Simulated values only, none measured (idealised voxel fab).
process module | voxel transistor to metal
cross-section cut | 235 nm wide | cells 5 nm
A cross-section is a grid of square cells, given in bands from the top down. A band is one or more rows of cells.
Each band's line starts with the height of the band's top and of its bottom, in nm. Then come its materials from left to right, each with its width in nm. One material with "throughout" fills the band from edge to edge. "air" is empty space.
Height 0 is the level under which the wafer as received is all one material. The lowest band goes on downwards, as in "0 down".
A width such as "30 to 40" changes by the same amount from each row of cells to the next, from the band's top row to its bottom row.
"no change" after a step means that no cell of the cross-section changed.
closed voids: empty space of 8 cells or more with no open way to the top, each as width x height at its distance from the left edge, in nm
after a step's settings: what the simulator itself notes on the step
overlay nm, on a step with a mask: how far to the right of its planned place the mask lay; to the left if negative
plan
1 op RECEIVE | material Si
2 op OXIDIZE | depth nm 5
3 op CONFORMAL_DEP | material SiN | thk nm 15
4 op DIRECTIONAL_DEP | material aC | thk nm 15
5 op PATTERN | tone cover | mask id ACTIVE | material resist | width nm 85 | pitch nm 105 | thk nm 35 | overlay nm 0
6 op DIRECTIONAL_ETCH | etch materials aC | depth nm 15
7 op STRIP | etch materials resist
8 op DIRECTIONAL_ETCH | etch materials SiN | depth nm 15
9 op DIRECTIONAL_ETCH | etch materials SiO2 | depth nm 5
10 op DIRECTIONAL_ETCH | etch materials Si | depth nm 30
11 op STRIP | etch materials aC
12 op OXIDIZE | depth nm 5
13 op FILL_DEP | material SiO2 | thk nm 15
14 op CMP | height nm 15
15 op SELECTIVE_ETCH | etch materials SiO2 | depth nm 10
16 op STRIP | etch materials SiN
17 op SELECTIVE_ETCH | etch materials SiO2 | depth nm 5
18 op OXIDIZE | depth nm 5
19 op DIRECTIONAL_DEP | material polySi | thk nm 20
20 op DIRECTIONAL_DEP | material SiCN | thk nm 15
21 op DIRECTIONAL_DEP | material aC | thk nm 10
22 op PATTERN | tone cover | mask id GATE | material resist | width nm 15 | pitch nm 105 | thk nm 30 | overlay nm 0
23 op DIRECTIONAL_ETCH | etch materials aC | depth nm 10
24 op STRIP | etch materials resist
25 op DIRECTIONAL_ETCH | etch materials SiCN | depth nm 25
26 op DIRECTIONAL_ETCH | etch materials polySi | depth nm 30
27 op STRIP | etch materials aC
28 op CONFORMAL_DEP | material SiO2 | thk nm 5
29 op DIRECTIONAL_ETCH | etch materials SiO2 | depth nm 5
30 op CONFORMAL_DEP | material SiN | thk nm 5
31 op DIRECTIONAL_ETCH | etch materials SiN | depth nm 5
32 op DIRECTIONAL_ETCH | etch materials SiO2 | depth nm 5
33 op DIRECTIONAL_ETCH | etch materials Si | depth nm 5
34 op EPI | material SiGe | thk nm 5
35 op FILL_DEP | material SiO2 | thk nm 5
36 op CMP | height nm 30
37 op DIRECTIONAL_DEP | material SiO2 | thk nm 10
38 op PATTERN | tone open | mask id CONTACT | material resist | width nm 15 | thk nm 15 | overlay nm 0
39 op DIRECTIONAL_ETCH | etch materials SiO2 | depth nm 50
40 op STRIP | etch materials resist
41 op CONFORMAL_DEP | material TiN | thk nm 5
42 op FILL_DEP | material W | thk nm 10
43 op CMP | height nm 40
44 op DIRECTIONAL_DEP | material TiN | thk nm 5
45 op DIRECTIONAL_DEP | material W | thk nm 25
46 op MASKED_ETCH | tone cover | mask id METAL_1 | width nm 15 | etch materials W | depth nm 25 | overlay nm 0
47 op MASKED_ETCH | tone cover | mask id METAL_1 | width nm 15 | etch materials TiN | depth nm 5 | overlay nm 0
48 op FILL_DEP | material SiO2 | thk nm 10
49 op CMP | height nm 70
50 op CONFORMAL_DEP | material SiCN | thk nm 5
51 op DIRECTIONAL_DEP | material SiO2 | thk nm 30
52 op PATTERN | tone open | mask id METAL_2 | material resist | width nm 15 | pitch nm 105 | thk nm 15 | overlay nm 0
53 op DIRECTIONAL_ETCH | etch materials SiO2 | depth nm 15
54 op STRIP | etch materials resist
55 op PATTERN | tone open | mask id METAL_2_HOLES | material resist | width nm 15 | pitch nm 105 | thk nm 20 | overlay nm 0
56 op DIRECTIONAL_ETCH | etch materials SiO2 | depth nm 15
57 op DIRECTIONAL_ETCH | etch materials SiCN | depth nm 5
58 op STRIP | etch materials resist
59 op CONFORMAL_DEP | material TiN | thk nm 5
60 op FILL_DEP | material Ru | thk nm 5
61 op CMP | height nm 105
62 op CONFORMAL_DEP | material SiCN | thk nm 5
first wafer, as planned
as received, after step 1
  0 down: Si throughout
  closed voids: none
after step 2
  0 to -5: SiO2 throughout
  below -5: unchanged
after step 3
  15 to 0: SiN throughout
  below 0: unchanged
after step 4
  30 to 15: aC throughout
  below 15: unchanged
after step 5
  65 to 30: air 20 | resist 85 | air 20 | resist 85 | air 25
  below 30: unchanged
after step 6
  50 to 30: air 20 | resist 85 | air 20 | resist 85 | air 25
  30 to 15: air 20 | aC 85 | air 20 | aC 85 | air 25
  below 15: unchanged
after step 7
  30 to 15: air 20 | aC 85 | air 20 | aC 85 | air 25
  below 15: unchanged
after step 8
  30 to 15: air 20 | aC 85 | air 20 | aC 85 | air 25
  15 to 0: air 20 | SiN 85 | air 20 | SiN 85 | air 25
  below 0: unchanged
after step 9
  30 to 15: air 20 | aC 85 | air 20 | aC 85 | air 25
  15 to 0: air 20 | SiN 85 | air 20 | SiN 85 | air 25
  0 to -5: air 20 | SiO2 85 | air 20 | SiO2 85 | air 25
  below -5: unchanged
after step 10
  30 to 15: air 20 | aC 85 | air 20 | aC 85 | air 25
  15 to 0: air 20 | SiN 85 | air 20 | SiN 85 | air 25
  0 to -5: air 20 | SiO2 85 | air 20 | SiO2 85 | air 25
  -5 to -35: air 20 | Si 85 | air 20 | Si 85 | air 25
  below -35: unchanged
after step 11
  15 to 0: air 20 | SiN 85 | air 20 | SiN 85 | air 25
  below 0: unchanged
after step 12
  15 to 0: air 20 | SiN 85 | air 20 | SiN 85 | air 25
  0 to -5: air 20 | SiO2 85 | air 20 | SiO2 85 | air 25
  -5 to -35: air 20 | SiO2 5 | Si 75 | SiO2 5 | air 20 | SiO2 5 | Si 75 | SiO2 5 | air 25
  -35 to -40: SiO2 25 | Si 75 | SiO2 30 | Si 75 | SiO2 30
  below -40: unchanged
after step 13
  30 to 15: SiO2 throughout
  15 to 0: SiO2 20 | SiN 85 | SiO2 20 | SiN 85 | SiO2 25
  0 to -5: SiO2 throughout
  -5 to -40: SiO2 25 | Si 75 | SiO2 30 | Si 75 | SiO2 30
  below -40: unchanged
after step 14
  15 to 0: SiO2 20 | SiN 85 | SiO2 20 | SiN 85 | SiO2 25
  below 0: unchanged
after step 15
  15 to 5: air 20 | SiN 85 | air 20 | SiN 85 | air 25
  below 5: unchanged
after step 16
  5 to 0: SiO2 20 | air 85 | SiO2 20 | air 85 | SiO2 25
  below 0: unchanged
after step 17
  0 to -5: SiO2 15 | air 95 | SiO2 10 | air 95 | SiO2 20
  below -5: unchanged
after step 18
  0 to -5: SiO2 15 | air 95 | SiO2 10 | air 95 | SiO2 20
  -5 to -10: SiO2 throughout
  below -10: unchanged
after step 19
  20 to 15: polySi 15 | air 95 | polySi 10 | air 95 | polySi 20
  15 to 0: polySi throughout
  0 to -5: SiO2 15 | polySi 95 | SiO2 10 | polySi 95 | SiO2 20
  below -5: unchanged
after step 20
  35 to 30: SiCN 15 | air 95 | SiCN 10 | air 95 | SiCN 20
  30 to 20: SiCN throughout
  20 to 15: polySi 15 | SiCN 95 | polySi 10 | SiCN 95 | polySi 20
  below 15: unchanged
after step 21
  45 to 40: aC 15 | air 95 | aC 10 | air 95 | aC 20
  40 to 35: aC throughout
  35 to 30: SiCN 15 | aC 95 | SiCN 10 | aC 95 | SiCN 20
  below 30: unchanged
after step 22
  75 to 45: air 55 | resist 15 | air 90 | resist 15 | air 60
  45 to 40: aC 15 | air 40 | resist 15 | air 40 | aC 10 | air 40 | resist 15 | air 40 | aC 20
  below 40: unchanged
after step 23
  65 to 40: air 55 | resist 15 | air 90 | resist 15 | air 60
  40 to 35: air 55 | aC 15 | air 90 | aC 15 | air 60
  35 to 30: SiCN 15 | air 40 | aC 15 | air 40 | SiCN 10 | air 40 | aC 15 | air 40 | SiCN 20
  below 30: unchanged
after step 24
  40 to 35: air 55 | aC 15 | air 90 | aC 15 | air 60
  below 35: unchanged
after step 25
  40 to 30: air 55 | aC 15 | air 90 | aC 15 | air 60
  30 to 20: air 55 | SiCN 15 | air 90 | SiCN 15 | air 60
  20 to 15: polySi 15 | air 40 | SiCN 15 | air 40 | polySi 10 | air 40 | SiCN 15 | air 40 | polySi 20
  below 15: unchanged
after step 26
  40 to 30: air 55 | aC 15 | air 90 | aC 15 | air 60
  30 to 15: air 55 | SiCN 15 | air 90 | SiCN 15 | air 60
  15 to 0: air 55 | polySi 15 | air 90 | polySi 15 | air 60
  0 to -5: SiO2 15 | air 40 | polySi 15 | air 40 | SiO2 10 | air 40 | polySi 15 | air 40 | SiO2 20
  below -5: unchanged
after step 27
  30 to 15: air 55 | SiCN 15 | air 90 | SiCN 15 | air 60
  below 15: unchanged
after step 28
  35 to 30: air 50 | SiO2 25 | air 80 | SiO2 25 | air 55
  30 to 15: air 50 | SiO2 5 | SiCN 15 | SiO2 5 | air 80 | SiO2 5 | SiCN 15 | SiO2 5 | air 55
  15 to 5: air 50 | SiO2 5 | polySi 15 | SiO2 5 | air 80 | SiO2 5 | polySi 15 | SiO2 5 | air 55
  5 to 0: SiO2 20 | air 30 | SiO2 5 | polySi 15 | SiO2 5 | air 30 | SiO2 20 | air 30 | SiO2 5 | polySi 15 | SiO2 5 | air 30 | SiO2 25
  0 to -5: SiO2 55 | polySi 15 | SiO2 90 | polySi 15 | SiO2 60
  below -5: unchanged
after step 29
  30 to 15: air 50 | SiO2 5 | SiCN 15 | SiO2 5 | air 80 | SiO2 5 | SiCN 15 | SiO2 5 | air 55
  15 to 0: air 50 | SiO2 5 | polySi 15 | SiO2 5 | air 80 | SiO2 5 | polySi 15 | SiO2 5 | air 55
  0 to -5: SiO2 20 | air 30 | SiO2 5 | polySi 15 | SiO2 5 | air 30 | SiO2 20 | air 30 | SiO2 5 | polySi 15 | SiO2 5 | air 30 | SiO2 25
  below -5: unchanged
after step 30
  35 to 30: air 45 | SiN 35 | air 70 | SiN 35 | air 50
  30 to 15: air 45 | SiN 5 | SiO2 5 | SiCN 15 | SiO2 5 | SiN 5 | air 70 | SiN 5 | SiO2 5 | SiCN 15 | SiO2 5 | SiN 5 | air 50
  15 to 5: air 45 | SiN 5 | SiO2 5 | polySi 15 | SiO2 5 | SiN 5 | air 70 | SiN 5 | SiO2 5 | polySi 15 | SiO2 5 | SiN 5 | air 50
  5 to 0: SiN 25 | air 20 | SiN 5 | SiO2 5 | polySi 15 | SiO2 5 | SiN 5 | air 20 | SiN 30 | air 20 | SiN 5 | SiO2 5 | polySi 15 | SiO2 5 | SiN 5 | air 20 | SiN 30
  0 to -5: SiO2 20 | SiN 30 | SiO2 5 | polySi 15 | SiO2 5 | SiN 30 | SiO2 20 | SiN 30 | SiO2 5 | polySi 15 | SiO2 5 | SiN 30 | SiO2 25
  below -5: unchanged
after step 31
  30 to 15: air 45 | SiN 5 | SiO2 5 | SiCN 15 | SiO2 5 | SiN 5 | air 70 | SiN 5 | SiO2 5 | SiCN 15 | SiO2 5 | SiN 5 | air 50
  15 to 0: air 45 | SiN 5 | SiO2 5 | polySi 15 | SiO2 5 | SiN 5 | air 70 | SiN 5 | SiO2 5 | polySi 15 | SiO2 5 | SiN 5 | air 50
  0 to -5: SiO2 20 | SiN 5 | air 20 | SiN 5 | SiO2 5 | polySi 15 | SiO2 5 | SiN 5 | air 20 | SiN 5 | SiO2 20 | SiN 5 | air 20 | SiN 5 | SiO2 5 | polySi 15 | SiO2 5 | SiN 5 | air 20 | SiN 5 | SiO2 25
  below -5: unchanged
after step 32
  30 to 25: air 45 | SiN 5 | air 5 | SiCN 15 | air 5 | SiN 5 | air 70 | SiN 5 | air 5 | SiCN 15 | air 5 | SiN 5 | air 50
  25 to 15: air 45 | SiN 5 | SiO2 5 | SiCN 15 | SiO2 5 | SiN 5 | air 70 | SiN 5 | SiO2 5 | SiCN 15 | SiO2 5 | SiN 5 | air 50
  15 to 0: air 45 | SiN 5 | SiO2 5 | polySi 15 | SiO2 5 | SiN 5 | air 70 | SiN 5 | SiO2 5 | polySi 15 | SiO2 5 | SiN 5 | air 50
  0 to -5: air 20 | SiN 5 | air 20 | SiN 5 | SiO2 5 | polySi 15 | SiO2 5 | SiN 5 | air 20 | SiN 5 | air 20 | SiN 5 | air 20 | SiN 5 | SiO2 5 | polySi 15 | SiO2 5 | SiN 5 | air 20 | SiN 5 | air 25
  -5 to -10: SiO2 25 | air 20 | SiO2 35 | air 20 | SiO2 30 | air 20 | SiO2 35 | air 20 | SiO2 30
  below -10: unchanged
after step 33
  30 to 25: air 45 | SiN 5 | air 5 | SiCN 15 | air 5 | SiN 5 | air 70 | SiN 5 | air 5 | SiCN 15 | air 5 | SiN 5 | air 50
  25 to 15: air 45 | SiN 5 | SiO2 5 | SiCN 15 | SiO2 5 | SiN 5 | air 70 | SiN 5 | SiO2 5 | SiCN 15 | SiO2 5 | SiN 5 | air 50
  15 to 0: air 45 | SiN 5 | SiO2 5 | polySi 15 | SiO2 5 | SiN 5 | air 70 | SiN 5 | SiO2 5 | polySi 15 | SiO2 5 | SiN 5 | air 50
  0 to -5: air 20 | SiN 5 | air 20 | SiN 5 | SiO2 5 | polySi 15 | SiO2 5 | SiN 5 | air 20 | SiN 5 | air 20 | SiN 5 | air 20 | SiN 5 | SiO2 5 | polySi 15 | SiO2 5 | SiN 5 | air 20 | SiN 5 | air 25
  -5 to -10: SiO2 25 | air 20 | SiO2 35 | air 20 | SiO2 30 | air 20 | SiO2 35 | air 20 | SiO2 30
  -10 to -15: SiO2 25 | air 20 | Si 35 | air 20 | SiO2 30 | air 20 | Si 35 | air 20 | SiO2 30
  below -15: unchanged
after step 34
  30 to 25: air 45 | SiN 5 | air 5 | SiCN 15 | air 5 | SiN 5 | air 70 | SiN 5 | air 5 | SiCN 15 | air 5 | SiN 5 | air 50
  25 to 15: air 45 | SiN 5 | SiO2 5 | SiCN 15 | SiO2 5 | SiN 5 | air 70 | SiN 5 | SiO2 5 | SiCN 15 | SiO2 5 | SiN 5 | air 50
  15 to 0: air 45 | SiN 5 | SiO2 5 | polySi 15 | SiO2 5 | SiN 5 | air 70 | SiN 5 | SiO2 5 | polySi 15 | SiO2 5 | SiN 5 | air 50
  0 to -5: air 20 | SiN 5 | air 20 | SiN 5 | SiO2 5 | polySi 15 | SiO2 5 | SiN 5 | air 20 | SiN 5 | air 20 | SiN 5 | air 20 | SiN 5 | SiO2 5 | polySi 15 | SiO2 5 | SiN 5 | air 20 | SiN 5 | air 25
  -5 to -10: SiO2 25 | air 15 | SiGe 5 | SiO2 35 | SiGe 5 | air 15 | SiO2 30 | air 15 | SiGe 5 | SiO2 35 | SiGe 5 | air 15 | SiO2 30
  -10 to -15: SiO2 25 | SiGe 20 | Si 35 | SiGe 20 | SiO2 30 | SiGe 20 | Si 35 | SiGe 20 | SiO2 30
  below -15: unchanged
after step 35
  35 to 30: SiO2 throughout
  30 to 15: SiO2 45 | SiN 5 | SiO2 5 | SiCN 15 | SiO2 5 | SiN 5 | SiO2 70 | SiN 5 | SiO2 5 | SiCN 15 | SiO2 5 | SiN 5 | SiO2 50
  15 to 0: SiO2 45 | SiN 5 | SiO2 5 | polySi 15 | SiO2 5 | SiN 5 | SiO2 70 | SiN 5 | SiO2 5 | polySi 15 | SiO2 5 | SiN 5 | SiO2 50
  0 to -5: SiO2 20 | SiN 5 | SiO2 20 | SiN 5 | SiO2 5 | polySi 15 | SiO2 5 | SiN 5 | SiO2 20 | SiN 5 | SiO2 20 | SiN 5 | SiO2 20 | SiN 5 | SiO2 5 | polySi 15 | SiO2 5 | SiN 5 | SiO2 20 | SiN 5 | SiO2 25
  -5 to -10: SiO2 40 | SiGe 5 | SiO2 35 | SiGe 5 | SiO2 60 | SiGe 5 | SiO2 35 | SiGe 5 | SiO2 45
  below -10: unchanged
after step 36
  30 to 15: SiO2 45 | SiN 5 | SiO2 5 | SiCN 15 | SiO2 5 | SiN 5 | SiO2 70 | SiN 5 | SiO2 5 | SiCN 15 | SiO2 5 | SiN 5 | SiO2 50
  below 15: unchanged
after step 37
  40 to 30: SiO2 throughout
  below 30: unchanged
after step 38
  55 to 40: resist 25 | air 15 | resist 45 | air 15 | resist 30 | air 15 | resist 45 | air 15 | resist 30
  below 40: unchanged
after step 39
  55 to 40: resist 25 | air 15 | resist 45 | air 15 | resist 30 | air 15 | resist 45 | air 15 | resist 30
  40 to 30: SiO2 25 | air 15 | SiO2 45 | air 15 | SiO2 30 | air 15 | SiO2 45 | air 15 | SiO2 30
  30 to 15: SiO2 25 | air 15 | SiO2 5 | SiN 5 | SiO2 5 | SiCN 15 | SiO2 5 | SiN 5 | SiO2 5 | air 15 | SiO2 30 | air 15 | SiO2 5 | SiN 5 | SiO2 5 | SiCN 15 | SiO2 5 | SiN 5 | SiO2 5 | air 15 | SiO2 30
  15 to 0: SiO2 25 | air 15 | SiO2 5 | SiN 5 | SiO2 5 | polySi 15 | SiO2 5 | SiN 5 | SiO2 5 | air 15 | SiO2 30 | air 15 | SiO2 5 | SiN 5 | SiO2 5 | polySi 15 | SiO2 5 | SiN 5 | SiO2 5 | air 15 | SiO2 30
  0 to -5: SiO2 20 | SiN 5 | air 15 | SiO2 5 | SiN 5 | SiO2 5 | polySi 15 | SiO2 5 | SiN 5 | SiO2 5 | air 15 | SiN 5 | SiO2 20 | SiN 5 | air 15 | SiO2 5 | SiN 5 | SiO2 5 | polySi 15 | SiO2 5 | SiN 5 | SiO2 5 | air 15 | SiN 5 | SiO2 25
  -5 to -10: SiO2 25 | air 15 | SiGe 5 | SiO2 35 | SiGe 5 | air 15 | SiO2 30 | air 15 | SiGe 5 | SiO2 35 | SiGe 5 | air 15 | SiO2 30
  below -10: unchanged
after step 40
  40 to 30: SiO2 25 | air 15 | SiO2 45 | air 15 | SiO2 30 | air 15 | SiO2 45 | air 15 | SiO2 30
  below 30: unchanged
after step 41
  45 to 40: TiN 30 | air 5 | TiN 55 | air 5 | TiN 40 | air 5 | TiN 55 | air 5 | TiN 35
  40 to 30: SiO2 25 | TiN 5 | air 5 | TiN 5 | SiO2 45 | TiN 5 | air 5 | TiN 5 | SiO2 30 | TiN 5 | air 5 | TiN 5 | SiO2 45 | TiN 5 | air 5 | TiN 5 | SiO2 30
  30 to 15: SiO2 25 | TiN 5 | air 5 | TiN 5 | SiO2 5 | SiN 5 | SiO2 5 | SiCN 15 | SiO2 5 | SiN 5 | SiO2 5 | TiN 5 | air 5 | TiN 5 | SiO2 30 | TiN 5 | air 5 | TiN 5 | SiO2 5 | SiN 5 | SiO2 5 | SiCN 15 | SiO2 5 | SiN 5 | SiO2 5 | TiN 5 | air 5 | TiN 5 | SiO2 30
  15 to 0: SiO2 25 | TiN 5 | air 5 | TiN 5 | SiO2 5 | SiN 5 | SiO2 5 | polySi 15 | SiO2 5 | SiN 5 | SiO2 5 | TiN 5 | air 5 | TiN 5 | SiO2 30 | TiN 5 | air 5 | TiN 5 | SiO2 5 | SiN 5 | SiO2 5 | polySi 15 | SiO2 5 | SiN 5 | SiO2 5 | TiN 5 | air 5 | TiN 5 | SiO2 30
  0 to -5: SiO2 20 | SiN 5 | TiN 5 | air 5 | TiN 5 | SiO2 5 | SiN 5 | SiO2 5 | polySi 15 | SiO2 5 | SiN 5 | SiO2 5 | TiN 5 | air 5 | TiN 5 | SiN 5 | SiO2 20 | SiN 5 | TiN 5 | air 5 | TiN 5 | SiO2 5 | SiN 5 | SiO2 5 | polySi 15 | SiO2 5 | SiN 5 | SiO2 5 | TiN 5 | air 5 | TiN 5 | SiN 5 | SiO2 25
  -5 to -10: SiO2 25 | TiN 15 | SiGe 5 | SiO2 35 | SiGe 5 | TiN 15 | SiO2 30 | TiN 15 | SiGe 5 | SiO2 35 | SiGe 5 | TiN 15 | SiO2 30
  below -10: unchanged
after step 42
  55 to 45: W throughout
  45 to 40: TiN 30 | W 5 | TiN 55 | W 5 | TiN 40 | W 5 | TiN 55 | W 5 | TiN 35
  40 to 30: SiO2 25 | TiN 5 | W 5 | TiN 5 | SiO2 45 | TiN 5 | W 5 | TiN 5 | SiO2 30 | TiN 5 | W 5 | TiN 5 | SiO2 45 | TiN 5 | W 5 | TiN 5 | SiO2 30
  30 to 15: SiO2 25 | TiN 5 | W 5 | TiN 5 | SiO2 5 | SiN 5 | SiO2 5 | SiCN 15 | SiO2 5 | SiN 5 | SiO2 5 | TiN 5 | W 5 | TiN 5 | SiO2 30 | TiN 5 | W 5 | TiN 5 | SiO2 5 | SiN 5 | SiO2 5 | SiCN 15 | SiO2 5 | SiN 5 | SiO2 5 | TiN 5 | W 5 | TiN 5 | SiO2 30
  15 to 0: SiO2 25 | TiN 5 | W 5 | TiN 5 | SiO2 5 | SiN 5 | SiO2 5 | polySi 15 | SiO2 5 | SiN 5 | SiO2 5 | TiN 5 | W 5 | TiN 5 | SiO2 30 | TiN 5 | W 5 | TiN 5 | SiO2 5 | SiN 5 | SiO2 5 | polySi 15 | SiO2 5 | SiN 5 | SiO2 5 | TiN 5 | W 5 | TiN 5 | SiO2 30
  0 to -5: SiO2 20 | SiN 5 | TiN 5 | W 5 | TiN 5 | SiO2 5 | SiN 5 | SiO2 5 | polySi 15 | SiO2 5 | SiN 5 | SiO2 5 | TiN 5 | W 5 | TiN 5 | SiN 5 | SiO2 20 | SiN 5 | TiN 5 | W 5 | TiN 5 | SiO2 5 | SiN 5 | SiO2 5 | polySi 15 | SiO2 5 | SiN 5 | SiO2 5 | TiN 5 | W 5 | TiN 5 | SiN 5 | SiO2 25
  below -5: unchanged
after step 43
  40 to 30: SiO2 25 | TiN 5 | W 5 | TiN 5 | SiO2 45 | TiN 5 | W 5 | TiN 5 | SiO2 30 | TiN 5 | W 5 | TiN 5 | SiO2 45 | TiN 5 | W 5 | TiN 5 | SiO2 30
  below 30: unchanged
after step 44
  45 to 40: TiN throughout
  below 40: unchanged
after step 45
  70 to 45: W throughout
  below 45: unchanged
after step 46
  70 to 45: air 25 | W 15 | air 45 | W 15 | air 30 | W 15 | air 45 | W 15 | air 30
  below 45: unchanged
after step 47
  70 to 45: air 25 | W 15 | air 45 | W 15 | air 30 | W 15 | air 45 | W 15 | air 30
  45 to 40: air 25 | TiN 15 | air 45 | TiN 15 | air 30 | TiN 15 | air 45 | TiN 15 | air 30
  below 40: unchanged
after step 48
  80 to 70: SiO2 throughout
  70 to 45: SiO2 25 | W 15 | SiO2 45 | W 15 | SiO2 30 | W 15 | SiO2 45 | W 15 | SiO2 30
  45 to 40: SiO2 25 | TiN 15 | SiO2 45 | TiN 15 | SiO2 30 | TiN 15 | SiO2 45 | TiN 15 | SiO2 30
  below 40: unchanged
after step 49
  70 to 45: SiO2 25 | W 15 | SiO2 45 | W 15 | SiO2 30 | W 15 | SiO2 45 | W 15 | SiO2 30
  below 45: unchanged
after step 50
  75 to 70: SiCN throughout
  below 70: unchanged
after step 51
  105 to 75: SiO2 throughout
  below 75: unchanged
after step 52
  120 to 105: resist 25 | air 15 | resist 90 | air 15 | resist 90
  below 105: unchanged
after step 53
  120 to 105: resist 25 | air 15 | resist 90 | air 15 | resist 90
  105 to 90: SiO2 25 | air 15 | SiO2 90 | air 15 | SiO2 90
  below 90: unchanged
after step 54
  105 to 90: SiO2 25 | air 15 | SiO2 90 | air 15 | SiO2 90
  below 90: unchanged
after step 55
  125 to 105: resist 25 | air 15 | resist 90 | air 15 | resist 90
  below 105: unchanged
after step 56
  125 to 105: resist 25 | air 15 | resist 90 | air 15 | resist 90
  105 to 75: SiO2 25 | air 15 | SiO2 90 | air 15 | SiO2 90
  below 75: unchanged
after step 57
  125 to 105: resist 25 | air 15 | resist 90 | air 15 | resist 90
  105 to 75: SiO2 25 | air 15 | SiO2 90 | air 15 | SiO2 90
  75 to 70: SiCN 25 | air 15 | SiCN 90 | air 15 | SiCN 90
  below 70: unchanged
after step 58
  105 to 75: SiO2 25 | air 15 | SiO2 90 | air 15 | SiO2 90
  below 75: unchanged
after step 59
  110 to 105: TiN 30 | air 5 | TiN 100 | air 5 | TiN 95
  105 to 75: SiO2 25 | TiN 5 | air 5 | TiN 5 | SiO2 90 | TiN 5 | air 5 | TiN 5 | SiO2 90
  75 to 70: SiCN 25 | TiN 15 | SiCN 90 | TiN 15 | SiCN 90
  below 70: unchanged
after step 60
  115 to 110: Ru throughout
  110 to 105: TiN 30 | Ru 5 | TiN 100 | Ru 5 | TiN 95
  105 to 75: SiO2 25 | TiN 5 | Ru 5 | TiN 5 | SiO2 90 | TiN 5 | Ru 5 | TiN 5 | SiO2 90
  below 75: unchanged
after step 61
  105 to 75: SiO2 25 | TiN 5 | Ru 5 | TiN 5 | SiO2 90 | TiN 5 | Ru 5 | TiN 5 | SiO2 90
  below 75: unchanged
after step 62
  110 to 105: SiCN throughout
  below 105: unchanged
second wafer: like start, like plan, one mistake. Through step 45 it matches the first wafer
when step 46 should have ended
  70 to 45: air 20 | W 15 | air 45 | W 15 | air 30 | W 15 | air 45 | W 15 | air 35
  below 45: unchanged
when step 47 should have ended
  70 to 45: air 20 | W 15 | air 45 | W 15 | air 30 | W 15 | air 45 | W 15 | air 35
  45 to 40: air 20 | TiN 20 | air 40 | TiN 20 | air 25 | TiN 20 | air 40 | TiN 20 | air 30
  below 40: unchanged
when step 48 should have ended
  80 to 70: SiO2 throughout
  70 to 45: SiO2 20 | W 15 | SiO2 45 | W 15 | SiO2 30 | W 15 | SiO2 45 | W 15 | SiO2 35
  45 to 40: SiO2 20 | TiN 20 | SiO2 40 | TiN 20 | SiO2 25 | TiN 20 | SiO2 40 | TiN 20 | SiO2 30
  below 40: unchanged
when step 49 should have ended
  70 to 45: SiO2 20 | W 15 | SiO2 45 | W 15 | SiO2 30 | W 15 | SiO2 45 | W 15 | SiO2 35
  below 45: unchanged
when step 50 should have ended
  75 to 70: SiCN throughout
  below 70: unchanged
when step 51 should have ended
  105 to 75: SiO2 throughout
  below 75: unchanged
when step 52 should have ended
  120 to 105: resist 25 | air 15 | resist 90 | air 15 | resist 90
  below 105: unchanged
when step 53 should have ended
  120 to 105: resist 25 | air 15 | resist 90 | air 15 | resist 90
  105 to 90: SiO2 25 | air 15 | SiO2 90 | air 15 | SiO2 90
  below 90: unchanged
when step 54 should have ended
  105 to 90: SiO2 25 | air 15 | SiO2 90 | air 15 | SiO2 90
  below 90: unchanged
when step 55 should have ended
  125 to 105: resist 25 | air 15 | resist 90 | air 15 | resist 90
  below 105: unchanged
when step 56 should have ended
  125 to 105: resist 25 | air 15 | resist 90 | air 15 | resist 90
  105 to 75: SiO2 25 | air 15 | SiO2 90 | air 15 | SiO2 90
  below 75: unchanged
when step 57 should have ended
  125 to 105: resist 25 | air 15 | resist 90 | air 15 | resist 90
  105 to 75: SiO2 25 | air 15 | SiO2 90 | air 15 | SiO2 90
  75 to 70: SiCN 25 | air 15 | SiCN 90 | air 15 | SiCN 90
  below 70: unchanged
when step 58 should have ended
  105 to 75: SiO2 25 | air 15 | SiO2 90 | air 15 | SiO2 90
  below 75: unchanged
when step 59 should have ended
  110 to 105: TiN 30 | air 5 | TiN 100 | air 5 | TiN 95
  105 to 75: SiO2 25 | TiN 5 | air 5 | TiN 5 | SiO2 90 | TiN 5 | air 5 | TiN 5 | SiO2 90
  75 to 70: SiCN 25 | TiN 15 | SiCN 90 | TiN 15 | SiCN 90
  below 70: unchanged
when step 60 should have ended
  115 to 110: Ru throughout
  110 to 105: TiN 30 | Ru 5 | TiN 100 | Ru 5 | TiN 95
  105 to 75: SiO2 25 | TiN 5 | Ru 5 | TiN 5 | SiO2 90 | TiN 5 | Ru 5 | TiN 5 | SiO2 90
  below 75: unchanged
when step 61 should have ended
  105 to 75: SiO2 25 | TiN 5 | Ru 5 | TiN 5 | SiO2 90 | TiN 5 | Ru 5 | TiN 5 | SiO2 90
  below 75: unchanged
when step 62 should have ended
  110 to 105: SiCN throughout
  below 105: unchanged
what went wrong: step 46 ran as: op MASKED_ETCH | tone cover | mask id METAL_1 | width nm 15 | etch materials W | depth nm 25 | overlay nm -5
at the end the second wafer has, in cells: 4 fewer of SiO2 | 4 more of TiN
